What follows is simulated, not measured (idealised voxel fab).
Process module name: voxel self aligned vias
Each square cell in cross-section cut measures 5 nm, and the section as a whole is 175 nm wide.
How to read a cross-section here: the picture is a grid of square cells, written as bands going from the top down, and any band can span one or more rows of cells.
Top, bottom (nm), then materials left to right with widths (nm); lone material tagged "full width" fills the whole band edge to edge; "blank" = empty space.
Counting heights begins at 0, where everything beneath is, in the wafer as received, one material. The lowest band has no bottom; it goes on downwards, as "0..down" shows.
A two-number width, for instance "30->40", indicates that the width is equal to the first number in the top row of the band and to the second number in the bottom row, and that it changes by a constant amount per row of cells.
No cell of the cross-section changed in a step that is given as "no alteration".
If an empty space has no open way to the top and is at least 8 cells in size, "Cavities, sealed" lists it, written width x height at distance, where distance is measured from the left edge and every value is in nm.
Heads up: the bit after the settings on a step's line is the simulator's remark on that step.
overlay nm: step with mask; distance mask lay right of planned place; negative value = left of planned place.
THE FOLLOWING LIST GIVES THE PLANNED PROCESS STEPS
1) RECEIVE: material Si
2) CONFORMAL_DEP: material SiO2, thk nm 15
3) CONFORMAL_DEP: material SiCN, thk nm 5
4) DIRECTIONAL_DEP: material lowk, thk nm 25
5) DIRECTIONAL_DEP: material aC, thk nm 15
6) PATTERN: tone open, mask id LINES, material resist, width nm 25, pitch nm 65, thk nm 35, overlay nm 0
7) DIRECTIONAL_ETCH: etch materials aC, depth nm 15
8) STRIP: etch materials resist
9) DIRECTIONAL_ETCH: etch materials lowk, depth nm 25
10) STRIP: etch materials aC
11) CONFORMAL_DEP: material TiN, thk nm 5
12) FILL_DEP: material W, thk nm 10
13) CMP: height nm 45
14) SELECTIVE_ETCH: etch materials W Ru TiN, depth nm 5
15) FILL_DEP: material SiN, thk nm 5
16) CMP: height nm 45
17) DIRECTIONAL_DEP: material lowk, thk nm 15
18) MASKED_ETCH: tone open, mask id VIAS, width nm 35, etch materials lowk, depth nm 15, overlay nm 0
19) MASKED_ETCH: tone open, mask id VIAS, width nm 35, etch materials SiN, depth nm 5, overlay nm 0
20) CONFORMAL_DEP: material TiN, thk nm 5
21) FILL_DEP: material Cu, thk nm 5
22) CMP: height nm 50
23) CONFORMAL_DEP: material SiN, thk nm 5
For clarity, it should be stated that the wafers under discussion commence in an identical condition and differ with respect to the height nm of step 22, the plan indicating the value that the first wafer had.
AS RECEIVED, I.E. AFTER STEP 1: CROSS-SECTION THROUGH THE FIRST OF SEVERAL WAFERS
> 0..down  Si full width
> Cavities, sealed: none
THE CROSS-SECTION OF THE FIRST OF SEVERAL WAFERS IS GIVEN BELOW FOR THE END OF THE MODULE, AFTER ITS FINAL STEP, STEP 23
> 55..50  SiN full width
> 50..45  lowk (35), then TiN (10), then Cu (15), then TiN (10), then lowk (105)
> 45..40  lowk (40), then TiN (25), then lowk (40), then SiN (25), then lowk (45)
> 40..25  lowk (40), then TiN (5), then W (15), then TiN (5), then lowk (40), then TiN (5), then W (15), then TiN (5), then lowk (45)
> 25..20  lowk (40), then TiN (25), then lowk (40), then TiN (25), then lowk (45)
> 20..15  SiCN full width
> 15..0  SiO2 full width
> 0..down  Si full width
> Cavities, sealed: none
THE LAST WAFER AS SEEN IN CROSS-SECTION AT THE END OF THE MODULE
> 75..70  SiN full width
> 70..65  Cu full width
> 65..60  TiN (40), then Cu (25), then TiN (110)
> 60..50  lowk (35), then TiN (5), then Cu (25), then TiN (5), then lowk (105)
> 50..45  lowk (35), then TiN (10), then Cu (15), then TiN (10), then lowk (105)
> 45..40  lowk (40), then TiN (25), then lowk (40), then SiN (25), then lowk (45)
> 40..25  lowk (40), then TiN (5), then W (15), then TiN (5), then lowk (40), then TiN (5), then W (15), then TiN (5), then lowk (45)
> 25..20  lowk (40), then TiN (25), then lowk (40), then TiN (25), then lowk (45)
> 20..15  SiCN full width
> 15..0  SiO2 full width
> 0..down  Si full width
> Cavities, sealed: none
EACH WAFER AT THE END: CELLS OF EACH MATERIAL GAINED (+) OR LOST (-) SINCE IT WAS RECEIVED, THEN ITS CLOSED VOIDS
height nm 50 | +3 Cu | +35 SiCN | +40 SiN | +105 SiO2 | +31 TiN | +18 W | +153 lowk | Cavities, sealed: none
height nm 55 | +8 Cu | +35 SiCN | +40 SiN | +105 SiO2 | +33 TiN | +18 W | +181 lowk | Cavities, sealed: none
height nm 60 | +13 Cu | +35 SiCN | +40 SiN | +105 SiO2 | +35 TiN | +18 W | +209 lowk | Cavities, sealed: none
height nm 65 | +18 Cu | +35 SiCN | +40 SiN | +105 SiO2 | +65 TiN | +18 W | +209 lowk | Cavities, sealed: none
height nm 70 | +53 Cu | +35 SiCN | +40 SiN | +105 SiO2 | +65 TiN | +18 W | +209 lowk | Cavities, sealed: none
